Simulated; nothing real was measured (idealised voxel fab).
Documented hereafter: the process module known as voxel self aligned contacts.
Shown is cross-section cut, with a width of 145 nm and square cells of size 5 nm.
Just so we're on the same page, the cross-sections are grids of square cells, and they're listed out in bands top to bottom, each band one or more rows deep.
Quick guide to a band line: top height, bottom height (nm) up front; then every material left to right with its width in nm. Only one material and it's marked "all across"? Then it fills the band edge to edge. And "empty" just means empty space.
Basically, 0 is our baseline, since under it the wafer straight out of the box is all one material. The bottom band has no lower end and keeps on going down, so it looks like "z 0 and below".
Width spec "30 to 40" -> top row of cells at first value, bottom row at second value, equal per-row change in between.
For the purposes of this document, the phrase "nothing altered" attached to a step denotes that no cell within the cross-section was modified by that step.
Reported under the label "Enclosed internal voids" are the empty spaces having no open way to the top and comprising 8 cells or more; the notation for each is width x height at distance, in which the distance is measured from the left edge and all three values are in nm.
Post-settings text on a step line: simulator's own remark regarding the step.
A step's line can hold "overlay nm"; with a mask on that step, the setting says how far right of the planned place the mask lay, while a negative setting says it lay to the left.
plan:
1: RECEIVE with material Si
2: OXIDIZE with depth nm 5
3: DIRECTIONAL_DEP with material polySi, thk nm 20
4: DIRECTIONAL_DEP with material SiN, thk nm 25
5: DIRECTIONAL_DEP with material aC, thk nm 10
6: PATTERN with tone cover, mask id GATE, material resist, width nm 35, pitch nm 75, thk nm 25, overlay nm 0
7: DIRECTIONAL_ETCH with etch materials aC, depth nm 10
8: STRIP with etch materials resist
9: DIRECTIONAL_ETCH with etch materials SiN, depth nm 25
10: DIRECTIONAL_ETCH with etch materials polySi, depth nm 20
11: STRIP with etch materials aC
12: CONFORMAL_DEP with material SiN, thk nm 10
13: DIRECTIONAL_ETCH with etch materials SiN, depth nm 10
14: FILL_DEP with material SiO2, thk nm 15
15: CMP with height nm 55
16: MASKED_ETCH with tone open, mask id CONTACT, width nm 50, etch materials SiO2, depth nm 60, overlay nm -15
17: CONFORMAL_DEP with material TiN, thk nm 5
18: FILL_DEP with material Ru, thk nm 5
19: CMP with height nm 55
20: CONFORMAL_DEP with material SiCN, thk nm 5
The plan's step 16 overlay nm is the first wafer's value; the wafers differ in this setting and start identical.
Cross-section of the first of several wafers as received (after step 1):
    z 0 and below | Si all across
    Enclosed internal voids: none
What follows is a table in which each wafer occupies a row; for the wafer as it stands at the close of the module, the row states, material by material, how many cells have been gained (+) or lost (-) since receipt, and then gives its closed voids:
overlay nm -15, +28 Ru, -29 Si, +29 SiCN, +142 SiN, +90 SiO2, +32 TiN, +56 polySi, Enclosed internal voids: none
overlay nm -10, +28 Ru, -29 Si, +29 SiCN, +142 SiN, +90 SiO2, +32 TiN, +56 polySi, Enclosed internal voids: none
overlay nm -5, +28 Ru, -29 Si, +29 SiCN, +142 SiN, +90 SiO2, +32 TiN, +56 polySi, Enclosed internal voids: none
overlay nm 0, +28 Ru, -29 Si, +29 SiCN, +142 SiN, +90 SiO2, +32 TiN, +56 polySi, Enclosed internal voids: none
overlay nm 5, +28 Ru, -29 Si, +29 SiCN, +142 SiN, +90 SiO2, +32 TiN, +56 polySi, Enclosed internal voids: none
overlay nm 10, +28 Ru, -29 Si, +29 SiCN, +142 SiN, +90 SiO2, +32 TiN, +56 polySi, Enclosed internal voids: none
overlay nm 15, +28 Ru, -29 Si, +29 SiCN, +142 SiN, +90 SiO2, +32 TiN, +56 polySi, Enclosed internal voids: none
